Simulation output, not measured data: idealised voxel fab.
Herein follows the process module entitled voxel ribs on slabs.
cross-section cut | 280 nm wide | cells 5 nm
Cross-section = grid of square cells, listed top down in bands; band = one or more rows.
First you get the band's top height and its bottom height, in nm, and then the materials it's made of, left to right, with each width in nm. If you see a single material with "full width", that one covers the band edge to edge. "empty" is empty space.
We count height from 0. Below that, the starting wafer is all one material. The lowest band never ends at the bottom but goes on down; see "from 0 down" for how that is written.
With a width like "30->40", each row of cells in the band differs from the next by the same amount, the top row carrying the first number and the bottom row the second.
Any step labelled "remained the same" changed none of the cells in the cross-section.
"Closed void register" - sealed voids, min. 8 cells, no opening to top; format: width x height at distance (distance from left edge; nm throughout).
Formally, on a step line, whatever follows the settings is a remark that the simulator itself makes on the step.
If you see "overlay nm" on a step's line and that step has a mask, it's telling you how far right of where it was planned the mask ended up; a negative number means it went left instead.
plan:
| 1 | RECEIVE | material Si |
| 2 | DIRECTIONAL_DEP | material SiO2 | thk nm 25 |
| 3 | DIRECTIONAL_DEP | material polySi | thk nm 15 |
| 4 | DIRECTIONAL_DEP | material aC | thk nm 10 |
| 5 | PATTERN | tone cover | mask id RIB | material resist | width nm 15 | thk nm 30 | overlay nm 0 |
| 6 | DIRECTIONAL_ETCH | etch materials aC | depth nm 10 |
| 7 | STRIP | etch materials resist |
| 8 | DIRECTIONAL_ETCH | etch materials polySi | depth nm 10 |
| 9 | STRIP | etch materials aC |
| 10 | MASKED_ETCH | tone cover | mask id SLAB | width nm 45 | etch materials polySi | depth nm 5 | overlay nm 0 |
| 11 | FILL_DEP | material SiO2 | thk nm 15 |
| 12 | CMP | height nm 50 |
| 13 | DIRECTIONAL_DEP | material TiN | thk nm 5 |
| 14 | MASKED_ETCH | tone cover | mask id HEATER | width nm 25 | etch materials TiN | depth nm 5 | overlay nm 0 |
| 15 | CONFORMAL_DEP | material SiO2 | thk nm 10 |
This is the cross-section of the wafer as we received it, i.e. after step 1:
    from 0 down: Si full width
    Closed void register: none
Sectioned view, first of two wafers, at the close of the module, processed as intended in the plan:
    from 65 to 60: empty: 115, then SiO2: 45, then empty: 120
    from 60 to 55: SiO2 full width
    from 55 to 50: SiO2: 125, then TiN: 25, then SiO2: 130
    from 50 to 40: SiO2 full width
    from 40 to 30: SiO2: 130, then polySi: 15, then SiO2: 135
    from 30 to 25: SiO2: 115, then polySi: 45, then SiO2: 120
    from 25 to 0: SiO2 full width
    from 0 down: Si full width
    Closed void register: none
second wafer at the end: like start, like plan, one mistake:
    from 65 to 60: empty: 115, then SiO2: 45, then empty: 120
    from 60 to 55: SiO2 full width
    from 55 to 50: SiO2: 125, then TiN: 25, then SiO2: 130
    from 50 to 40: SiO2 full width
    from 40 to 30: SiO2: 130, then polySi: 15, then SiO2: 135
    from 30 to 25: SiO2: 115, then polySi: 45, then SiO2: 120
    from 25 to 0: TiN full width
    from 0 down: Si full width
    Closed void register: none
Deviation noted in wafer processing: note that step 2 departed from the planned setting and was carried out as DIRECTIONAL_DEP | material TiN | thk nm 25
Final comparison by cell count, materials where the second wafer has more or fewer than the first: SiO2: 280 fewer | TiN: 280 more
